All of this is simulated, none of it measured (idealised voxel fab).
process module | voxel self aligned contacts
cross-section cut | 210 nm wide | cells 5 nm
A cross-section is a grid of square cells, given in bands from the top down. A band is one or more rows of cells.
Each band's line starts with the height of the band's top and of its bottom, in nm. Then come its materials from left to right, each with its width in nm. One material with "throughout" fills the band from edge to edge. "air" is empty space.
Height 0 is the level under which the wafer as received is all one material. The lowest band goes on downwards, as in "0 down".
A width such as "30 to 40" changes by the same amount from each row of cells to the next, from the band's top row to its bottom row.
"no change" after a step means that no cell of the cross-section changed.
closed voids: empty space of 8 cells or more with no open way to the top, each as width x height at its distance from the left edge, in nm
after a step's settings: what the simulator itself notes on the step
overlay nm, on a step with a mask: how far to the right of its planned place the mask lay; to the left if negative
plan
1 op RECEIVE | material Si
2 op CONFORMAL_DEP | material SiO2 | thk nm 5
3 op DIRECTIONAL_DEP | material polySi | thk nm 30
4 op DIRECTIONAL_DEP | material SiN | thk nm 15
5 op MASKED_ETCH | tone cover | mask id GATE | width nm 30 | pitch nm 55 | etch materials SiN | depth nm 15 | overlay nm 0
6 op MASKED_ETCH | tone cover | mask id GATE | width nm 30 | pitch nm 55 | etch materials polySi | depth nm 30 | overlay nm 0
7 op CONFORMAL_DEP | material SiN | thk nm 5
8 op DIRECTIONAL_ETCH | etch materials SiN | depth nm 5
9 op FILL_DEP | material SiO2 | thk nm 20
10 op CMP | height nm 60
11 op MASKED_ETCH | tone open | mask id CONTACT | width nm 35 | etch materials SiO2 | depth nm 60 | overlay nm 0
12 op CONFORMAL_DEP | material TiN | thk nm 5
13 op FILL_DEP | material Ru | thk nm 5
14 op CMP | height nm 60
15 op CONFORMAL_DEP | material SiCN | thk nm 5
as received, after step 1
  0 down: Si throughout
  closed voids: none
first wafer at the end, as planned
  65 to 60: SiCN throughout
  60 to 50: SiO2 85 | TiN 5 to 15 | Ru 25 to 5 | TiN 5 to 15 | SiO2 90
  50 to 35: SiO2 55 | SiN 40 | TiN 5 | Ru 5 | TiN 5 | SiN 40 | SiO2 60
  35 to 5: SiO2 55 | SiN 5 | polySi 30 | SiN 5 | TiN 5 | Ru 5 | TiN 5 | SiN 5 | polySi 30 | SiN 5 | SiO2 60
  5 to 0: SiO2 95 | TiN 15 | SiO2 100
  0 down: Si throughout
  closed voids: none
second wafer at the end: like start, like plan, one mistake
  65 to 60: SiCN throughout
  60 to 55: SiO2 85 | TiN 15 | Ru 5 | TiN 15 | SiO2 90
  55 to 40: SiO2 55 | SiN 40 | TiN 5 | Ru 5 | TiN 5 | SiN 40 | SiO2 60
  40 to 15: SiO2 55 | SiN 5 | polySi 30 | SiN 5 | TiN 5 | Ru 5 | TiN 5 | SiN 5 | polySi 30 | SiN 5 | SiO2 60
  15 to 10: SiO2 55 | SiN 5 | polySi 30 | SiN 5 | TiN 15 | SiN 5 | polySi 30 | SiN 5 | SiO2 60
  10 to 5: polySi throughout
  5 to 0: SiO2 throughout
  0 down: Si throughout
  closed voids: none
what went wrong: step 3 ran as: op DIRECTIONAL_DEP | material polySi | thk nm 35
at the end the second wafer has, in cells: 6 fewer of Ru | 32 fewer of SiO2 | 4 fewer of TiN | 42 more of polySi
